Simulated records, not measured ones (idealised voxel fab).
Presented below is a process module, voxel self aligned contacts.
FYI the section here is cut, 235 nm wide, cells are 5 nm squares.
Throughout this document, each cross-section is represented as a grid of square cells and is presented as a sequence of bands enumerated from the top downward, where a band comprises one or more rows of cells. Read a band's entry like this: the first values are the height of its top and the height of its bottom in nm, and what follows is the sequence of materials from left to right, each with its width in nm. Note that "empty" is empty space, and that a single material marked "everywhere" reaches across the band from edge to edge. Heights from 0 (as-received wafer is one material below). Bottom band endless downward, as "from 0 down". Graded width ("30->40"): value in top row of band = first number; value in bottom row = second number; row-to-row change constant. What does "everything unchanged" mean for a step? It means no cell of the cross-section changed in that step. You'll see "Voids, enclosed" listing empty spaces that have no way open to the top, as long as they're 8 cells or more; the notation is width x height at distance, where the distance is from the left edge, and all of it is in nm. Past the settings on a step's line: simulator remark, on that step. The optional step-line setting "overlay nm" applies to steps with a mask and quantifies how far to the right of its planned location the mask lay, a negative value indicating leftward placement. Heads up before you read on: it's before/after pairs around one process step each, after side only down to the lowest band that changed, step plus settings under the pair. Pairs can be from different runs of this module, same starting wafer, so only chain a pair onto the one above if its "Status before step" entry says so.
# Status before step
* from 75 to 65  Ru everywhere
* from 65 to 60  TiN (65)  Ru (40)  TiN (25)  Ru (40)  TiN (65)
* from 60 to 50  SiO2 (60)  TiN (5->20)  Ru (40->10)  TiN (5->20)  SiO2 (15)  TiN (5->20)  Ru (40->10)  TiN (5->20)  SiO2 (60)
* from 50 to 30  SiO2 (30)  SiN (45)  TiN (5)  Ru (10)  TiN (5)  SiN (45)  TiN (5)  Ru (10)  TiN (5)  SiN (45)  SiO2 (30)
* from 30 to 25  SiO2 (30)  SiN (45)  TiN (20)  SiN (45)  TiN (20)  SiN (45)  SiO2 (30)
* from 25 to 5  SiO2 (25)  SiN (10)  polySi (35)  SiN (10)  TiN (10)  SiN (10)  polySi (35)  SiN (10)  TiN (10)  SiN (10)  polySi (35)  SiN (10)  SiO2 (25)
* from 5 to 0  SiO2 (80)  TiN (10)  SiO2 (55)  TiN (10)  SiO2 (80)
* from 0 down  Si everywhere
* Voids, enclosed: none
# Result of Step
* from 60 to 50  SiO2 (60)  TiN (5->20)  Ru (40->10)  TiN (5->20)  SiO2 (15)  TiN (5->20)  Ru (40->10)  TiN (5->20)  SiO2 (60)
* Everything below 50 is unchanged.
* Voids, enclosed: none
the step between: CMP: height nm 60
Status before step: The cross-section prior to this step is the one presented after the step of the pair immediately above.
# Result of Step
* from 65 to 60  SiCN everywhere
* Everything below 60 is unchanged.
* Voids, enclosed: none
the step between: CONFORMAL_DEP: material SiCN, thk nm 5
# Status before step
* from 50 to 25  empty (40)  SiN (25)  empty (40)  SiN (25)  empty (40)  SiN (25)  empty (40)
* from 25 to 5  polySi everywhere
* from 5 to 0  SiO2 everywhere
* from 0 down  Si everywhere
* Voids, enclosed: none
# Result of Step
* from 50 to 25  empty (40)  SiN (25)  empty (40)  SiN (25)  empty (40)  SiN (25)  empty (40)
* from 25 to 5  empty (30)  polySi (35)  empty (30)  polySi (35)  empty (30)  polySi (35)  empty (40)
* Everything below 5 is unchanged.
* Voids, enclosed: none
the step between: MASKED_ETCH: tone cover, mask id GATE, width nm 25, pitch nm 65, etch materials polySi, depth nm 20, overlay nm -10
Status before step: The cross-section prior to this step is the one presented after the step of the pair immediately above.
# Result of Step
* from 60 to 35  empty (30)  SiN (45)  empty (20)  SiN (45)  empty (20)  SiN (45)  empty (30)
* from 35 to 25  empty (20)  SiN (55)  empty (10)  SiN (55)  empty (10)  SiN (55)  empty (30)
* from 25 to 15  empty (20)  SiN (10)  polySi (35)  SiN (10)  empty (10)  SiN (10)  polySi (35)  SiN (10)  empty (10)  SiN (10)  polySi (35)  SiN (10)  empty (30)
* from 15 to 5  SiN (30)  polySi (35)  SiN (30)  polySi (35)  SiN (30)  polySi (35)  SiN (40)
* Everything below 5 is unchanged.
* Voids, enclosed: none
the step between: CONFORMAL_DEP: material SiN, thk nm 10
Status before step: The cross-section prior to this step is the one presented after the step of the pair immediately above.
# Result of Step
* from 50 to 25  empty (30)  SiN (45)  empty (20)  SiN (45)  empty (20)  SiN (45)  empty (30)
* from 25 to 5  empty (20)  SiN (10)  polySi (35)  SiN (10)  empty (10)  SiN (10)  polySi (35)  SiN (10)  empty (10)  SiN (10)  polySi (35)  SiN (10)  empty (30)
* Everything below 5 is unchanged.
* Voids, enclosed: none
the step between: DIRECTIONAL_ETCH: etch materials SiN, depth nm 10
Status before step: The cross-section prior to this step is the one presented after the step of the pair immediately above.
# Result of Step
* from 65 to 50  SiO2 everywhere
* from 50 to 25  SiO2 (30)  SiN (45)  SiO2 (20)  SiN (45)  SiO2 (20)  SiN (45)  SiO2 (30)
* from 25 to 5  SiO2 (20)  SiN (10)  polySi (35)  SiN (10)  SiO2 (10)  SiN (10)  polySi (35)  SiN (10)  SiO2 (10)  SiN (10)  polySi (35)  SiN (10)  SiO2 (30)
* Everything below 5 is unchanged.
* Voids, enclosed: none
the step between: FILL_DEP: material SiO2, thk nm 15
Status before step: The cross-section prior to this step is the one presented after the step of the pair immediately above.
# Result of Step
* from 60 to 50  SiO2 everywhere
* Everything below 50 is unchanged.
* Voids, enclosed: none
the step between: CMP: height nm 60
Status before step: The cross-section prior to this step is the one presented after the step of the pair immediately above.
# Result of Step
* from 80 to 60  resist (60)  empty (50)  resist (15)  empty (50)  resist (60)
* Everything below 60 is unchanged.
* Voids, enclosed: none
the step between: PATTERN: tone open, mask id CONTACT, material resist, width nm 50, pitch nm 65, thk nm 20, overlay nm 0
Status before step: The cross-section prior to this step is the one presented after the step of the pair immediately above.
# Result of Step
* from 80 to 60  resist (60)  empty (50)  resist (15)  empty (50)  resist (60)
* from 60 to 50  SiO2 (60)  empty (50)  SiO2 (15)  empty (50)  SiO2 (60)
* from 50 to 25  SiO2 (30)  SiN (45)  empty (20)  SiN (45)  empty (20)  SiN (45)  SiO2 (30)
* from 25 to 5  SiO2 (20)  SiN (10)  polySi (35)  SiN (10)  empty (10)  SiN (10)  polySi (35)  SiN (10)  empty (10)  SiN (10)  polySi (35)  SiN (10)  SiO2 (30)
* from 5 to 0  SiO2 (75)  empty (10)  SiO2 (55)  empty (10)  SiO2 (85)
* Everything below 0 is unchanged.
* Voids, enclosed: none
the step between: DIRECTIONAL_ETCH: etch materials SiO2, depth nm 60
Status before step: The cross-section prior to this step is the one presented after the step of the pair immediately above.
# Result of Step
* from 60 to 50  SiO2 (60)  empty (50)  SiO2 (15)  empty (50)  SiO2 (60)
* Everything below 50 is unchanged.
* Voids, enclosed: none
the step between: STRIP: etch materials resist
Status before step: The cross-section prior to this step is the one presented after the step of the pair immediately above.
# Result of Step
* from 65 to 60  TiN (65)  empty (40)  TiN (25)  empty (40)  TiN (65)
* from 60 to 50  SiO2 (60)  TiN (5->20)  empty (40->10)  TiN (5->20)  SiO2 (15)  TiN (5->20)  empty (40->10)  TiN (5->20)  SiO2 (60)
* from 50 to 30  SiO2 (30)  SiN (45)  TiN (5)  empty (10)  TiN (5)  SiN (45)  TiN (5)  empty (10)  TiN (5)  SiN (45)  SiO2 (30)
* from 30 to 25  SiO2 (30)  SiN (45)  TiN (20)  SiN (45)  TiN (20)  SiN (45)  SiO2 (30)
* from 25 to 5  SiO2 (20)  SiN (10)  polySi (35)  SiN (10)  TiN (10)  SiN (10)  polySi (35)  SiN (10)  TiN (10)  SiN (10)  polySi (35)  SiN (10)  SiO2 (30)
* from 5 to 0  SiO2 (75)  TiN (10)  SiO2 (55)  TiN (10)  SiO2 (85)
* Everything below 0 is unchanged.
* Voids, enclosed: none
the step between: CONFORMAL_DEP: material TiN, thk nm 5
Status before step: The cross-section prior to this step is the one presented after the step of the pair immediately above.
# Result of Step
* from 75 to 65  Ru everywhere
* from 65 to 60  TiN (65)  Ru (40)  TiN (25)  Ru (40)  TiN (65)
* from 60 to 50  SiO2 (60)  TiN (5->20)  Ru (40->10)  TiN (5->20)  SiO2 (15)  TiN (5->20)  Ru (40->10)  TiN (5->20)  SiO2 (60)
* from 50 to 30  SiO2 (30)  SiN (45)  TiN (5)  Ru (10)  TiN (5)  SiN (45)  TiN (5)  Ru (10)  TiN (5)  SiN (45)  SiO2 (30)
* Everything below 30 is unchanged.
* Voids, enclosed: none
the step between: FILL_DEP: material Ru, thk nm 10
Status before step: The cross-section prior to this step is the one presented after the step of the pair immediately above.
# Result of Step
* from 60 to 50  SiO2 (60)  TiN (5->20)  Ru (40->10)  TiN (5->20)  SiO2 (15)  TiN (5->20)  Ru (40->10)  TiN (5->20)  SiO2 (60)
* Everything below 50 is unchanged.
* Voids, enclosed: none
the step between: CMP: height nm 60
Status before step: The cross-section prior to this step is the one presented after the step of the pair immediately above.
# Result of Step
* from 65 to 60  SiCN everywhere
* Everything below 60 is unchanged.
* Voids, enclosed: none
the step between: CONFORMAL_DEP: material SiCN, thk nm 5
# Status before step
* from 60 to 50  SiO2 (60)  TiN (5->20)  Ru (40->10)  TiN (5->20)  SiO2 (15)  TiN (5->20)  Ru (40->10)  TiN (5->20)  SiO2 (60)
* from 50 to 25  SiO2 (30)  SiN (45)  TiN (5)  Ru (10)  TiN (5)  SiN (45)  TiN (5)  Ru (10)  TiN (5)  SiN (45)  SiO2 (30)
* from 25 to 5  SiO2 (30)  SiN (10)  polySi (25)  SiN (10)  TiN (5)  Ru (10)  TiN (5)  SiN (10)  polySi (25)  SiN (10)  TiN (5)  Ru (10)  TiN (5)  SiN (10)  polySi (25)  SiN (10)  SiO2 (30)
* from 5 to 0  SiO2 (75)  TiN (20)  SiO2 (45)  TiN (20)  SiO2 (75)
* from 0 down  Si everywhere
* Voids, enclosed: none
# Result of Step
* from 65 to 60  SiO2 everywhere
* Everything below 60 is unchanged.
* Voids, enclosed: none
the step between: CONFORMAL_DEP: material SiO2, thk nm 5
# Status before step
* from 60 to 50  SiO2 everywhere
* from 50 to 25  SiO2 (30)  SiN (45)  SiO2 (20)  SiN (45)  SiO2 (20)  SiN (45)  SiO2 (30)
* from 25 to 5  SiO2 (30)  SiN (10)  polySi (25)  SiN (10)  SiO2 (20)  SiN (10)  polySi (25)  SiN (10)  SiO2 (20)  SiN (10)  polySi (25)  SiN (10)  SiO2 (30)
* from 5 to 0  SiO2 everywhere
* from 0 down  Si everywhere
* Voids, enclosed: none
# Result of Step
* from 80 to 60  empty (60)  resist (50)  empty (15)  resist (50)  empty (60)
* Everything below 60 is unchanged.
* Voids, enclosed: none
the step between: PATTERN: tone cover, mask id CONTACT, material resist, width nm 50, pitch nm 65, thk nm 20, overlay nm 0
Status before step: The cross-section prior to this step is the one presented after the step of the pair immediately above.
# Result of Step
* from 80 to 60  empty (60)  resist (50)  empty (15)  resist (50)  empty (60)
* from 60 to 50  empty (60)  SiO2 (50)  empty (15)  SiO2 (50)  empty (60)
* from 50 to 25  empty (30)  SiN (45)  SiO2 (20)  SiN (45)  SiO2 (20)  SiN (45)  empty (30)
* from 25 to 5  empty (30)  SiN (10)  polySi (25)  SiN (10)  SiO2 (20)  SiN (10)  polySi (25)  SiN (10)  SiO2 (20)  SiN (10)  polySi (25)  SiN (10)  empty (30)
* from 5 to 0  empty (30)  SiO2 (175)  empty (30)
* Everything below 0 is unchanged.
* Voids, enclosed: none
the step between: DIRECTIONAL_ETCH: etch materials SiO2, depth nm 60
Status before step: The cross-section prior to this step is the one presented after the step of the pair immediately above.
# Result of Step
* from 60 to 50  empty (60)  SiO2 (50)  empty (15)  SiO2 (50)  empty (60)
* Everything below 50 is unchanged.
* Voids, enclosed: none
the step between: STRIP: etch materials resist
Status before step: The cross-section prior to this step is the one presented after the step of the pair immediately above.
# Result of Step
* from 65 to 60  empty (55)  TiN (60)  empty (5)  TiN (60)  empty (55)
* from 60 to 55  empty (55)  TiN (5)  SiO2 (50)  TiN (5)  empty (5)  TiN (5)  SiO2 (50)  TiN (5)  empty (55)
* from 55 to 50  empty (25)  TiN (35)  SiO2 (50)  TiN (15)  SiO2 (50)  TiN (35)  empty (25)
* from 50 to 25  empty (25)  TiN (5)  SiN (45)  SiO2 (20)  SiN (45)  SiO2 (20)  SiN (45)  TiN (5)  empty (25)
* from 25 to 5  empty (25)  TiN (5)  SiN (10)  polySi (25)  SiN (10)  SiO2 (20)  SiN (10)  polySi (25)  SiN (10)  SiO2 (20)  SiN (10)  polySi (25)  SiN (10)  TiN (5)  empty (25)
* from 5 to 0  TiN (30)  SiO2 (175)  TiN (30)
* Everything below 0 is unchanged.
* Voids, enclosed: none
the step between: CONFORMAL_DEP: material TiN, thk nm 5
Status before step: The cross-section prior to this step is the one presented after the step of the pair immediately above.
# Result of Step
* from 75 to 65  Ru everywhere
* from 65 to 60  Ru (55)  TiN (60)  Ru (5)  TiN (60)  Ru (55)
* from 60 to 55  Ru (55)  TiN (5)  SiO2 (50)  TiN (5)  Ru (5)  TiN (5)  SiO2 (50)  TiN (5)  Ru (55)
* from 55 to 50  Ru (25)  TiN (35)  SiO2 (50)  TiN (15)  SiO2 (50)  TiN (35)  Ru (25)
* from 50 to 25  Ru (25)  TiN (5)  SiN (45)  SiO2 (20)  SiN (45)  SiO2 (20)  SiN (45)  TiN (5)  Ru (25)
* from 25 to 5  Ru (25)  TiN (5)  SiN (10)  polySi (25)  SiN (10)  SiO2 (20)  SiN (10)  polySi (25)  SiN (10)  SiO2 (20)  SiN (10)  polySi (25)  SiN (10)  TiN (5)  Ru (25)
* Everything below 5 is unchanged.
* Voids, enclosed: none
the step between: FILL_DEP: material Ru, thk nm 10
Status before step: The cross-section prior to this step is the one presented after the step of the pair immediately above.
# Result of Step
* from 60 to 55  Ru (55)  TiN (5)  SiO2 (50)  TiN (5)  Ru (5)  TiN (5)  SiO2 (50)  TiN (5)  Ru (55)
* Everything below 55 is unchanged.
* Voids, enclosed: none
the step between: CMP: height nm 60
Status before step: The cross-section prior to this step is the one presented after the step of the pair immediately above.
# Result of Step
* from 65 to 60  SiCN everywhere
* Everything below 60 is unchanged.
* Voids, enclosed: none
the step between: CONFORMAL_DEP: material SiCN, thk nm 5
